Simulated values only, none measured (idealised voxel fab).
process module | voxel trench capacitor
cross-section cut | 185 nm wide | cells 5 nm
A cross-section is a grid of square cells, given in bands from the top down. A band is one or more rows of cells.
Each band's line starts with the height of the band's top and of its bottom, in nm. Then come its materials from left to right, each with its width in nm. One material with "throughout" fills the band from edge to edge. "air" is empty space.
Height 0 is the level under which the wafer as received is all one material. The lowest band goes on downwards, as in "0 down".
A width such as "30 to 40" changes by the same amount from each row of cells to the next, from the band's top row to its bottom row.
"no change" after a step means that no cell of the cross-section changed.
closed voids: empty space of 8 cells or more with no open way to the top, each as width x height at its distance from the left edge, in nm
after a step's settings: what the simulator itself notes on the step
overlay nm, on a step with a mask: how far to the right of its planned place the mask lay; to the left if negative
Each pair below shows a cross-section before one step and the cross-section after it, down to the lowest band that changed. The line under each pair gives the step between them, with its settings. The pairs can come from different runs of this module on the same starting wafer, so a pair continues from the pair above only where its "before" says so.
before
  0 down: Si throughout
  closed voids: none
after
  10 to 0: SiN throughout
  below 0: unchanged
  closed voids: none
the step between: op CONFORMAL_DEP | material SiN | thk nm 10
before: the cross-section after the pair above
after
  25 to 10: aC throughout
  below 10: unchanged
  closed voids: none
the step between: op DIRECTIONAL_DEP | material aC | thk nm 15
before: the cross-section after the pair above
after
  60 to 25: resist 50 | air 30 | resist 20 | air 30 | resist 55
  below 25: unchanged
  closed voids: none
the step between: op PATTERN | tone open | mask id TRENCH | material resist | width nm 30 | pitch nm 50 | thk nm 35 | overlay nm 0
before: the cross-section after the pair above
after
  45 to 25: resist 50 | air 30 | resist 20 | air 30 | resist 55
  25 to 10: aC 50 | air 30 | aC 20 | air 30 | aC 55
  below 10: unchanged
  closed voids: none
the step between: op DIRECTIONAL_ETCH | etch materials aC | depth nm 15
before: the cross-section after the pair above
after
  25 to 10: aC 50 | air 30 | aC 20 | air 30 | aC 55
  below 10: unchanged
  closed voids: none
the step between: op STRIP | etch materials resist
before: the cross-section after the pair above
after
  25 to 10: aC 50 | air 30 | aC 20 | air 30 | aC 55
  10 to 0: SiN 50 | air 30 | SiN 20 | air 30 | SiN 55
  below 0: unchanged
  closed voids: none
the step between: op DIRECTIONAL_ETCH | etch materials SiN | depth nm 10
before: the cross-section after the pair above
after
  25 to 10: aC 50 | air 30 | aC 20 | air 30 | aC 55
  10 to 0: SiN 50 | air 30 | SiN 20 | air 30 | SiN 55
  0 to -25: Si 50 | air 30 | Si 20 | air 30 | Si 55
  below -25: unchanged
  closed voids: none
the step between: op DIRECTIONAL_ETCH | etch materials Si | depth nm 25
before: the cross-section after the pair above
after
  10 to 0: SiN 50 | air 30 | SiN 20 | air 30 | SiN 55
  below 0: unchanged
  closed voids: none
the step between: op STRIP | etch materials aC
before: the cross-section after the pair above
after
  15 to 10: Al2O3 55 | air 20 | Al2O3 30 | air 20 | Al2O3 60
  10 to 0: SiN 50 | Al2O3 5 | air 20 | Al2O3 5 | SiN 20 | Al2O3 5 | air 20 | Al2O3 5 | SiN 55
  0 to -20: Si 50 | Al2O3 5 | air 20 | Al2O3 5 | Si 20 | Al2O3 5 | air 20 | Al2O3 5 | Si 55
  -20 to -25: Si 50 | Al2O3 30 | Si 20 | Al2O3 30 | Si 55
  below -25: unchanged
  closed voids: none
the step between: op CONFORMAL_DEP | material Al2O3 | thk nm 5
before: the cross-section after the pair above
after
  20 to 15: TiN 60 | air 10 | TiN 40 | air 10 | TiN 65
  15 to 10: Al2O3 55 | TiN 5 | air 10 | TiN 5 | Al2O3 30 | TiN 5 | air 10 | TiN 5 | Al2O3 60
  10 to 0: SiN 50 | Al2O3 5 | TiN 5 | air 10 | TiN 5 | Al2O3 5 | SiN 20 | Al2O3 5 | TiN 5 | air 10 | TiN 5 | Al2O3 5 | SiN 55
  0 to -15: Si 50 | Al2O3 5 | TiN 5 | air 10 | TiN 5 | Al2O3 5 | Si 20 | Al2O3 5 | TiN 5 | air 10 | TiN 5 | Al2O3 5 | Si 55
  -15 to -20: Si 50 | Al2O3 5 | TiN 20 | Al2O3 5 | Si 20 | Al2O3 5 | TiN 20 | Al2O3 5 | Si 55
  below -20: unchanged
  closed voids: none
the step between: op CONFORMAL_DEP | material TiN | thk nm 5
before: the cross-section after the pair above
after
  25 to 20: W throughout
  20 to 15: TiN 60 | W 10 | TiN 40 | W 10 | TiN 65
  15 to 10: Al2O3 55 | TiN 5 | W 10 | TiN 5 | Al2O3 30 | TiN 5 | W 10 | TiN 5 | Al2O3 60
  10 to 0: SiN 50 | Al2O3 5 | TiN 5 | W 10 | TiN 5 | Al2O3 5 | SiN 20 | Al2O3 5 | TiN 5 | W 10 | TiN 5 | Al2O3 5 | SiN 55
  0 to -15: Si 50 | Al2O3 5 | TiN 5 | W 10 | TiN 5 | Al2O3 5 | Si 20 | Al2O3 5 | TiN 5 | W 10 | TiN 5 | Al2O3 5 | Si 55
  below -15: unchanged
  closed voids: none
the step between: op FILL_DEP | material W | thk nm 5
before: the cross-section after the pair above
after
  10 to 0: SiN 50 | Al2O3 5 | TiN 5 | W 10 | TiN 5 | Al2O3 5 | SiN 20 | Al2O3 5 | TiN 5 | W 10 | TiN 5 | Al2O3 5 | SiN 55
  below 0: unchanged
  closed voids: none
the step between: op CMP | height nm 10
before
  25 to 10: aC 50 | air 30 | aC 20 | air 30 | aC 55
  10 to 0: SiN 50 | air 30 | SiN 20 | air 30 | SiN 55
  0 to -25: Si 50 | air 30 | Si 20 | air 30 | Si 55
  -25 down: Si throughout
  closed voids: none
after
  25 to 10: aC 50 | air 30 | aC 20 | air 30 | aC 55
  10 to 0: SiN 50 | air 30 | SiN 20 | air 30 | SiN 55
  0 to -50: Si 50 | air 30 | Si 20 | air 30 | Si 55
  below -50: unchanged
  closed voids: none
the step between: op DIRECTIONAL_ETCH | etch materials Si | depth nm 25
before: the cross-section after the pair above
after
  10 to 0: SiN 50 | air 30 | SiN 20 | air 30 | SiN 55
  below 0: unchanged
  closed voids: none
the step between: op STRIP | etch materials aC
before: the cross-section after the pair above
after
  15 to 10: Al2O3 55 | air 20 | Al2O3 30 | air 20 | Al2O3 60
  10 to 0: SiN 50 | Al2O3 5 | air 20 | Al2O3 5 | SiN 20 | Al2O3 5 | air 20 | Al2O3 5 | SiN 55
  0 to -45: Si 50 | Al2O3 5 | air 20 | Al2O3 5 | Si 20 | Al2O3 5 | air 20 | Al2O3 5 | Si 55
  -45 to -50: Si 50 | Al2O3 30 | Si 20 | Al2O3 30 | Si 55
  below -50: unchanged
  closed voids: none
the step between: op CONFORMAL_DEP | material Al2O3 | thk nm 5
before: the cross-section after the pair above
after
  20 to 15: TiN 60 | air 10 | TiN 40 | air 10 | TiN 65
  15 to 10: Al2O3 55 | TiN 5 | air 10 | TiN 5 | Al2O3 30 | TiN 5 | air 10 | TiN 5 | Al2O3 60
  10 to 0: SiN 50 | Al2O3 5 | TiN 5 | air 10 | TiN 5 | Al2O3 5 | SiN 20 | Al2O3 5 | TiN 5 | air 10 | TiN 5 | Al2O3 5 | SiN 55
  0 to -40: Si 50 | Al2O3 5 | TiN 5 | air 10 | TiN 5 | Al2O3 5 | Si 20 | Al2O3 5 | TiN 5 | air 10 | TiN 5 | Al2O3 5 | Si 55
  -40 to -45: Si 50 | Al2O3 5 | TiN 20 | Al2O3 5 | Si 20 | Al2O3 5 | TiN 20 | Al2O3 5 | Si 55
  below -45: unchanged
  closed voids: none
the step between: op CONFORMAL_DEP | material TiN | thk nm 5
before: the cross-section after the pair above
after
  25 to 20: W throughout
  20 to 15: TiN 60 | W 10 | TiN 40 | W 10 | TiN 65
  15 to 10: Al2O3 55 | TiN 5 | W 10 | TiN 5 | Al2O3 30 | TiN 5 | W 10 | TiN 5 | Al2O3 60
  10 to 0: SiN 50 | Al2O3 5 | TiN 5 | W 10 | TiN 5 | Al2O3 5 | SiN 20 | Al2O3 5 | TiN 5 | W 10 | TiN 5 | Al2O3 5 | SiN 55
  0 to -40: Si 50 | Al2O3 5 | TiN 5 | W 10 | TiN 5 | Al2O3 5 | Si 20 | Al2O3 5 | TiN 5 | W 10 | TiN 5 | Al2O3 5 | Si 55
  below -40: unchanged
  closed voids: none
the step between: op FILL_DEP | material W | thk nm 5
before: the cross-section after the pair above
after
  10 to 0: SiN 50 | Al2O3 5 | TiN 5 | W 10 | TiN 5 | Al2O3 5 | SiN 20 | Al2O3 5 | TiN 5 | W 10 | TiN 5 | Al2O3 5 | SiN 55
  below 0: unchanged
  closed voids: none
the step between: op CMP | height nm 10
before
  10 to 0: SiN 50 | air 30 | SiN 20 | air 30 | SiN 55
  0 to -25: Si 50 | air 30 | Si 20 | air 30 | Si 55
  -25 down: Si throughout
  closed voids: none
after
  15 to 10: TiN 55 | air 20 | TiN 30 | air 20 | TiN 60
  10 to 0: SiN 50 | TiN 5 | air 20 | TiN 5 | SiN 20 | TiN 5 | air 20 | TiN 5 | SiN 55
  0 to -20: Si 50 | TiN 5 | air 20 | TiN 5 | Si 20 | TiN 5 | air 20 | TiN 5 | Si 55
  -20 to -25: Si 50 | TiN 30 | Si 20 | TiN 30 | Si 55
  below -25: unchanged
  closed voids: none
the step between: op CONFORMAL_DEP | material TiN | thk nm 5
before: the cross-section after the pair above
after
  20 to 15: Al2O3 60 | air 10 | Al2O3 40 | air 10 | Al2O3 65
  15 to 10: TiN 55 | Al2O3 5 | air 10 | Al2O3 5 | TiN 30 | Al2O3 5 | air 10 | Al2O3 5 | TiN 60
  10 to 0: SiN 50 | TiN 5 | Al2O3 5 | air 10 | Al2O3 5 | TiN 5 | SiN 20 | TiN 5 | Al2O3 5 | air 10 | Al2O3 5 | TiN 5 | SiN 55
  0 to -15: Si 50 | TiN 5 | Al2O3 5 | air 10 | Al2O3 5 | TiN 5 | Si 20 | TiN 5 | Al2O3 5 | air 10 | Al2O3 5 | TiN 5 | Si 55
  -15 to -20: Si 50 | TiN 5 | Al2O3 20 | TiN 5 | Si 20 | TiN 5 | Al2O3 20 | TiN 5 | Si 55
  below -20: unchanged
  closed voids: none
the step between: op CONFORMAL_DEP | material Al2O3 | thk nm 5
before: the cross-section after the pair above
after
  25 to 20: W throughout
  20 to 15: Al2O3 60 | W 10 | Al2O3 40 | W 10 | Al2O3 65
  15 to 10: TiN 55 | Al2O3 5 | W 10 | Al2O3 5 | TiN 30 | Al2O3 5 | W 10 | Al2O3 5 | TiN 60
  10 to 0: SiN 50 | TiN 5 | Al2O3 5 | W 10 | Al2O3 5 | TiN 5 | SiN 20 | TiN 5 | Al2O3 5 | W 10 | Al2O3 5 | TiN 5 | SiN 55
  0 to -15: Si 50 | TiN 5 | Al2O3 5 | W 10 | Al2O3 5 | TiN 5 | Si 20 | TiN 5 | Al2O3 5 | W 10 | Al2O3 5 | TiN 5 | Si 55
  below -15: unchanged
  closed voids: none
the step between: op FILL_DEP | material W | thk nm 5
before: the cross-section after the pair above
after
  10 to 0: SiN 50 | TiN 5 | Al2O3 5 | W 10 | Al2O3 5 | TiN 5 | SiN 20 | TiN 5 | Al2O3 5 | W 10 | Al2O3 5 | TiN 5 | SiN 55
  below 0: unchanged
  closed voids: none
the step between: op CMP | height nm 10
before
  25 to 10: aC 50 | air 30 | aC 20 | air 30 | aC 55
  10 to 0: SiN 50 | air 30 | SiN 20 | air 30 | SiN 55
  0 down: Si throughout
  closed voids: none
after
  25 to 10: aC 50 | air 30 | aC 20 | air 30 | aC 55
  10 to 0: SiN 50 | air 30 | SiN 20 | air 30 | SiN 55
  0 to -30: Si 50 | air 30 | Si 20 | air 30 | Si 55
  below -30: unchanged
  closed voids: none
the step between: op DIRECTIONAL_ETCH | etch materials Si | depth nm 30
before: the cross-section after the pair above
after
  10 to 0: SiN 50 | air 30 | SiN 20 | air 30 | SiN 55
  below 0: unchanged
  closed voids: none
the step between: op STRIP | etch materials aC
before: the cross-section after the pair above
after
  15 to 10: Al2O3 55 | air 20 | Al2O3 30 | air 20 | Al2O3 60
  10 to 0: SiN 50 | Al2O3 5 | air 20 | Al2O3 5 | SiN 20 | Al2O3 5 | air 20 | Al2O3 5 | SiN 55
  0 to -25: Si 50 | Al2O3 5 | air 20 | Al2O3 5 | Si 20 | Al2O3 5 | air 20 | Al2O3 5 | Si 55
  -25 to -30: Si 50 | Al2O3 30 | Si 20 | Al2O3 30 | Si 55
  below -30: unchanged
  closed voids: none
the step between: op CONFORMAL_DEP | material Al2O3 | thk nm 5
before: the cross-section after the pair above
after
  20 to 15: TiN 60 | air 10 | TiN 40 | air 10 | TiN 65
  15 to 10: Al2O3 55 | TiN 5 | air 10 | TiN 5 | Al2O3 30 | TiN 5 | air 10 | TiN 5 | Al2O3 60
  10 to 0: SiN 50 | Al2O3 5 | TiN 5 | air 10 | TiN 5 | Al2O3 5 | SiN 20 | Al2O3 5 | TiN 5 | air 10 | TiN 5 | Al2O3 5 | SiN 55
  0 to -20: Si 50 | Al2O3 5 | TiN 5 | air 10 | TiN 5 | Al2O3 5 | Si 20 | Al2O3 5 | TiN 5 | air 10 | TiN 5 | Al2O3 5 | Si 55
  -20 to -25: Si 50 | Al2O3 5 | TiN 20 | Al2O3 5 | Si 20 | Al2O3 5 | TiN 20 | Al2O3 5 | Si 55
  below -25: unchanged
  closed voids: none
the step between: op CONFORMAL_DEP | material TiN | thk nm 5
before: the cross-section after the pair above
after
  25 to 20: W throughout
  20 to 15: TiN 60 | W 10 | TiN 40 | W 10 | TiN 65
  15 to 10: Al2O3 55 | TiN 5 | W 10 | TiN 5 | Al2O3 30 | TiN 5 | W 10 | TiN 5 | Al2O3 60
  10 to 0: SiN 50 | Al2O3 5 | TiN 5 | W 10 | TiN 5 | Al2O3 5 | SiN 20 | Al2O3 5 | TiN 5 | W 10 | TiN 5 | Al2O3 5 | SiN 55
  0 to -20: Si 50 | Al2O3 5 | TiN 5 | W 10 | TiN 5 | Al2O3 5 | Si 20 | Al2O3 5 | TiN 5 | W 10 | TiN 5 | Al2O3 5 | Si 55
  below -20: unchanged
  closed voids: none
the step between: op FILL_DEP | material W | thk nm 5
before: the cross-section after the pair above
after
  10 to 0: SiN 50 | Al2O3 5 | TiN 5 | W 10 | TiN 5 | Al2O3 5 | SiN 20 | Al2O3 5 | TiN 5 | W 10 | TiN 5 | Al2O3 5 | SiN 55
  below 0: unchanged
  closed voids: none
the step between: op CMP | height nm 10
before
  25 to 10: aC throughout
  10 to 0: SiN throughout
  0 down: Si throughout
  closed voids: none
after
  60 to 25: resist 55 | air 20 | resist 30 | air 20 | resist 60
  below 25: unchanged
  closed voids: none
the step between: op PATTERN | tone open | mask id TRENCH | material resist | width nm 20 | pitch nm 50 | thk nm 35 | overlay nm 0
before: the cross-section after the pair above
after
  45 to 25: resist 55 | air 20 | resist 30 | air 20 | resist 60
  25 to 10: aC 55 | air 20 | aC 30 | air 20 | aC 60
  below 10: unchanged
  closed voids: none
the step between: op DIRECTIONAL_ETCH | etch materials aC | depth nm 15
before: the cross-section after the pair above
after
  25 to 10: aC 55 | air 20 | aC 30 | air 20 | aC 60
  below 10: unchanged
  closed voids: none
the step between: op STRIP | etch materials resist
before: the cross-section after the pair above
after
  25 to 10: aC 55 | air 20 | aC 30 | air 20 | aC 60
  10 to 0: SiN 55 | air 20 | SiN 30 | air 20 | SiN 60
  below 0: unchanged
  closed voids: none
the step between: op DIRECTIONAL_ETCH | etch materials SiN | depth nm 10
before: the cross-section after the pair above
after
  25 to 10: aC 55 | air 20 | aC 30 | air 20 | aC 60
  10 to 0: SiN 55 | air 20 | SiN 30 | air 20 | SiN 60
  0 to -25: Si 55 | air 20 | Si 30 | air 20 | Si 60
  below -25: unchanged
  closed voids: none
the step between: op DIRECTIONAL_ETCH | etch materials Si | depth nm 25
before: the cross-section after the pair above
after
  10 to 0: SiN 55 | air 20 | SiN 30 | air 20 | SiN 60
  below 0: unchanged
  closed voids: none
the step between: op STRIP | etch materials aC
before: the cross-section after the pair above
after
  15 to 10: Al2O3 60 | air 10 | Al2O3 40 | air 10 | Al2O3 65
  10 to 0: SiN 55 | Al2O3 5 | air 10 | Al2O3 5 | SiN 30 | Al2O3 5 | air 10 | Al2O3 5 | SiN 60
  0 to -20: Si 55 | Al2O3 5 | air 10 | Al2O3 5 | Si 30 | Al2O3 5 | air 10 | Al2O3 5 | Si 60
  -20 to -25: Si 55 | Al2O3 20 | Si 30 | Al2O3 20 | Si 60
  below -25: unchanged
  closed voids: none
the step between: op CONFORMAL_DEP | material Al2O3 | thk nm 5
before: the cross-section after the pair above
after
  20 to 15: TiN throughout
  15 to 10: Al2O3 60 | TiN 10 | Al2O3 40 | TiN 10 | Al2O3 65
  10 to 0: SiN 55 | Al2O3 5 | TiN 10 | Al2O3 5 | SiN 30 | Al2O3 5 | TiN 10 | Al2O3 5 | SiN 60
  0 to -20: Si 55 | Al2O3 5 | TiN 10 | Al2O3 5 | Si 30 | Al2O3 5 | TiN 10 | Al2O3 5 | Si 60
  below -20: unchanged
  closed voids: none
the step between: op CONFORMAL_DEP | material TiN | thk nm 5
before: the cross-section after the pair above
after
  25 to 20: W throughout
  below 20: unchanged
  closed voids: none
the step between: op FILL_DEP | material W | thk nm 5
before: the cross-section after the pair above
after
  10 to 0: SiN 55 | Al2O3 5 | TiN 10 | Al2O3 5 | SiN 30 | Al2O3 5 | TiN 10 | Al2O3 5 | SiN 60
  below 0: unchanged
  closed voids: none
the step between: op CMP | height nm 10
before
  25 to 10: aC throughout
  10 to 0: SiN throughout
  0 down: Si throughout
  closed voids: none
after
  60 to 25: resist 40 | air 30 | resist 20 | air 30 | resist 65
  below 25: unchanged
  closed voids: none
the step between: op PATTERN | tone open | mask id TRENCH | material resist | width nm 30 | pitch nm 50 | thk nm 35 | overlay nm -10
before: the cross-section after the pair above
after
  45 to 25: resist 40 | air 30 | resist 20 | air 30 | resist 65
  25 to 10: aC 40 | air 30 | aC 20 | air 30 | aC 65
  below 10: unchanged
  closed voids: none
the step between: op DIRECTIONAL_ETCH | etch materials aC | depth nm 15
before: the cross-section after the pair above
after
  25 to 10: aC 40 | air 30 | aC 20 | air 30 | aC 65
  below 10: unchanged
  closed voids: none
the step between: op STRIP | etch materials resist
before: the cross-section after the pair above
after
  25 to 10: aC 40 | air 30 | aC 20 | air 30 | aC 65
  10 to 0: SiN 40 | air 30 | SiN 20 | air 30 | SiN 65
  below 0: unchanged
  closed voids: none
the step between: op DIRECTIONAL_ETCH | etch materials SiN | depth nm 10
before: the cross-section after the pair above
after
  25 to 10: aC 40 | air 30 | aC 20 | air 30 | aC 65
  10 to 0: SiN 40 | air 30 | SiN 20 | air 30 | SiN 65
  0 to -25: Si 40 | air 30 | Si 20 | air 30 | Si 65
  below -25: unchanged
  closed voids: none
the step between: op DIRECTIONAL_ETCH | etch materials Si | depth nm 25
before: the cross-section after the pair above
after
  10 to 0: SiN 40 | air 30 | SiN 20 | air 30 | SiN 65
  below 0: unchanged
  closed voids: none
the step between: op STRIP | etch materials aC
before: the cross-section after the pair above
after
  15 to 10: Al2O3 45 | air 20 | Al2O3 30 | air 20 | Al2O3 70
  10 to 0: SiN 40 | Al2O3 5 | air 20 | Al2O3 5 | SiN 20 | Al2O3 5 | air 20 | Al2O3 5 | SiN 65
  0 to -20: Si 40 | Al2O3 5 | air 20 | Al2O3 5 | Si 20 | Al2O3 5 | air 20 | Al2O3 5 | Si 65
  -20 to -25: Si 40 | Al2O3 30 | Si 20 | Al2O3 30 | Si 65
  below -25: unchanged
  closed voids: none
the step between: op CONFORMAL_DEP | material Al2O3 | thk nm 5
before: the cross-section after the pair above
after
  20 to 15: TiN 50 | air 10 | TiN 40 | air 10 | TiN 75
  15 to 10: Al2O3 45 | TiN 5 | air 10 | TiN 5 | Al2O3 30 | TiN 5 | air 10 | TiN 5 | Al2O3 70
  10 to 0: SiN 40 | Al2O3 5 | TiN 5 | air 10 | TiN 5 | Al2O3 5 | SiN 20 | Al2O3 5 | TiN 5 | air 10 | TiN 5 | Al2O3 5 | SiN 65
  0 to -15: Si 40 | Al2O3 5 | TiN 5 | air 10 | TiN 5 | Al2O3 5 | Si 20 | Al2O3 5 | TiN 5 | air 10 | TiN 5 | Al2O3 5 | Si 65
  -15 to -20: Si 40 | Al2O3 5 | TiN 20 | Al2O3 5 | Si 20 | Al2O3 5 | TiN 20 | Al2O3 5 | Si 65
  below -20: unchanged
  closed voids: none
the step between: op CONFORMAL_DEP | material TiN | thk nm 5
before: the cross-section after the pair above
after
  25 to 20: W throughout
  20 to 15: TiN 50 | W 10 | TiN 40 | W 10 | TiN 75
  15 to 10: Al2O3 45 | TiN 5 | W 10 | TiN 5 | Al2O3 30 | TiN 5 | W 10 | TiN 5 | Al2O3 70
  10 to 0: SiN 40 | Al2O3 5 | TiN 5 | W 10 | TiN 5 | Al2O3 5 | SiN 20 | Al2O3 5 | TiN 5 | W 10 | TiN 5 | Al2O3 5 | SiN 65
  0 to -15: Si 40 | Al2O3 5 | TiN 5 | W 10 | TiN 5 | Al2O3 5 | Si 20 | Al2O3 5 | TiN 5 | W 10 | TiN 5 | Al2O3 5 | Si 65
  below -15: unchanged
  closed voids: none
the step between: op FILL_DEP | material W | thk nm 5
before: the cross-section after the pair above
after
  10 to 0: SiN 40 | Al2O3 5 | TiN 5 | W 10 | TiN 5 | Al2O3 5 | SiN 20 | Al2O3 5 | TiN 5 | W 10 | TiN 5 | Al2O3 5 | SiN 65
  below 0: unchanged
  closed voids: none
the step between: op CMP | height nm 10
before
  10 to 0: SiN 50 | air 30 | SiN 20 | air 30 | SiN 55
  0 to -25: Si 50 | air 30 | Si 20 | air 30 | Si 55
  -25 down: Si throughout
  closed voids: none
after
  15 to 0: SiN 55 | air 20 | SiN 30 | air 20 | SiN 60
  0 to -20: Si 50 | SiN 5 | air 20 | SiN 5 | Si 20 | SiN 5 | air 20 | SiN 5 | Si 55
  -20 to -25: Si 50 | SiN 30 | Si 20 | SiN 30 | Si 55
  below -25: unchanged
  closed voids: none
the step between: op CONFORMAL_DEP | material SiN | thk nm 5
before: the cross-section after the pair above
after
  20 to 15: TiN 60 | air 10 | TiN 40 | air 10 | TiN 65
  15 to 0: SiN 55 | TiN 5 | air 10 | TiN 5 | SiN 30 | TiN 5 | air 10 | TiN 5 | SiN 60
  0 to -15: Si 50 | SiN 5 | TiN 5 | air 10 | TiN 5 | SiN 5 | Si 20 | SiN 5 | TiN 5 | air 10 | TiN 5 | SiN 5 | Si 55
  -15 to -20: Si 50 | SiN 5 | TiN 20 | SiN 5 | Si 20 | SiN 5 | TiN 20 | SiN 5 | Si 55
  below -20: unchanged
  closed voids: none
the step between: op CONFORMAL_DEP | material TiN | thk nm 5
before: the cross-section after the pair above
after
  25 to 20: W throughout
  20 to 15: TiN 60 | W 10 | TiN 40 | W 10 | TiN 65
  15 to 0: SiN 55 | TiN 5 | W 10 | TiN 5 | SiN 30 | TiN 5 | W 10 | TiN 5 | SiN 60
  0 to -15: Si 50 | SiN 5 | TiN 5 | W 10 | TiN 5 | SiN 5 | Si 20 | SiN 5 | TiN 5 | W 10 | TiN 5 | SiN 5 | Si 55
  below -15: unchanged
  closed voids: none
the step between: op FILL_DEP | material W | thk nm 5
before: the cross-section after the pair above
after
  10 to 0: SiN 55 | TiN 5 | W 10 | TiN 5 | SiN 30 | TiN 5 | W 10 | TiN 5 | SiN 60
  below 0: unchanged
  closed voids: none
the step between: op CMP | height nm 10
before
  25 to 10: aC throughout
  10 to 0: SiN throughout
  0 down: Si throughout
  closed voids: none
after
  60 to 25: air 50 | resist 30 | air 20 | resist 30 | air 55
  below 25: unchanged
  closed voids: none
the step between: op PATTERN | tone cover | mask id TRENCH | material resist | width nm 30 | pitch nm 50 | thk nm 35 | overlay nm 0
before: the cross-section after the pair above
after
  45 to 25: air 50 | resist 30 | air 20 | resist 30 | air 55
  25 to 10: air 50 | aC 30 | air 20 | aC 30 | air 55
  below 10: unchanged
  closed voids: none
the step between: op DIRECTIONAL_ETCH | etch materials aC | depth nm 15
before: the cross-section after the pair above
after
  25 to 10: air 50 | aC 30 | air 20 | aC 30 | air 55
  below 10: unchanged
  closed voids: none
the step between: op STRIP | etch materials resist
before: the cross-section after the pair above
after
  25 to 10: air 50 | aC 30 | air 20 | aC 30 | air 55
  10 to 0: air 50 | SiN 30 | air 20 | SiN 30 | air 55
  below 0: unchanged
  closed voids: none
the step between: op DIRECTIONAL_ETCH | etch materials SiN | depth nm 10
before: the cross-section after the pair above
after
  25 to 10: air 50 | aC 30 | air 20 | aC 30 | air 55
  10 to 0: air 50 | SiN 30 | air 20 | SiN 30 | air 55
  0 to -25: air 50 | Si 30 | air 20 | Si 30 | air 55
  below -25: unchanged
  closed voids: none
the step between: op DIRECTIONAL_ETCH | etch materials Si | depth nm 25
before: the cross-section after the pair above
after
  10 to 0: air 50 | SiN 30 | air 20 | SiN 30 | air 55
  below 0: unchanged
  closed voids: none
the step between: op STRIP | etch materials aC
before: the cross-section after the pair above
after
  15 to 10: air 45 | Al2O3 40 | air 10 | Al2O3 40 | air 50
  10 to 0: air 45 | Al2O3 5 | SiN 30 | Al2O3 5 | air 10 | Al2O3 5 | SiN 30 | Al2O3 5 | air 50
  0 to -20: air 45 | Al2O3 5 | Si 30 | Al2O3 5 | air 10 | Al2O3 5 | Si 30 | Al2O3 5 | air 50
  -20 to -25: Al2O3 50 | Si 30 | Al2O3 20 | Si 30 | Al2O3 55
  below -25: unchanged
  closed voids: none
the step between: op CONFORMAL_DEP | material Al2O3 | thk nm 5
before: the cross-section after the pair above
after
  20 to 15: air 40 | TiN 100 | air 45
  15 to 10: air 40 | TiN 5 | Al2O3 40 | TiN 10 | Al2O3 40 | TiN 5 | air 45
  10 to 0: air 40 | TiN 5 | Al2O3 5 | SiN 30 | Al2O3 5 | TiN 10 | Al2O3 5 | SiN 30 | Al2O3 5 | TiN 5 | air 45
  0 to -15: air 40 | TiN 5 | Al2O3 5 | Si 30 | Al2O3 5 | TiN 10 | Al2O3 5 | Si 30 | Al2O3 5 | TiN 5 | air 45
  -15 to -20: TiN 45 | Al2O3 5 | Si 30 | Al2O3 5 | TiN 10 | Al2O3 5 | Si 30 | Al2O3 5 | TiN 50
  below -20: unchanged
  closed voids: none
the step between: op CONFORMAL_DEP | material TiN | thk nm 5
before: the cross-section after the pair above
after
  25 to 20: W throughout
  20 to 15: W 40 | TiN 100 | W 45
  15 to 10: W 40 | TiN 5 | Al2O3 40 | TiN 10 | Al2O3 40 | TiN 5 | W 45
  10 to 0: W 40 | TiN 5 | Al2O3 5 | SiN 30 | Al2O3 5 | TiN 10 | Al2O3 5 | SiN 30 | Al2O3 5 | TiN 5 | W 45
  0 to -15: W 40 | TiN 5 | Al2O3 5 | Si 30 | Al2O3 5 | TiN 10 | Al2O3 5 | Si 30 | Al2O3 5 | TiN 5 | W 45
  below -15: unchanged
  closed voids: none
the step between: op FILL_DEP | material W | thk nm 5
before: the cross-section after the pair above
after
  10 to 0: W 40 | TiN 5 | Al2O3 5 | SiN 30 | Al2O3 5 | TiN 10 | Al2O3 5 | SiN 30 | Al2O3 5 | TiN 5 | W 45
  below 0: unchanged
  closed voids: none
the step between: op CMP | height nm 10
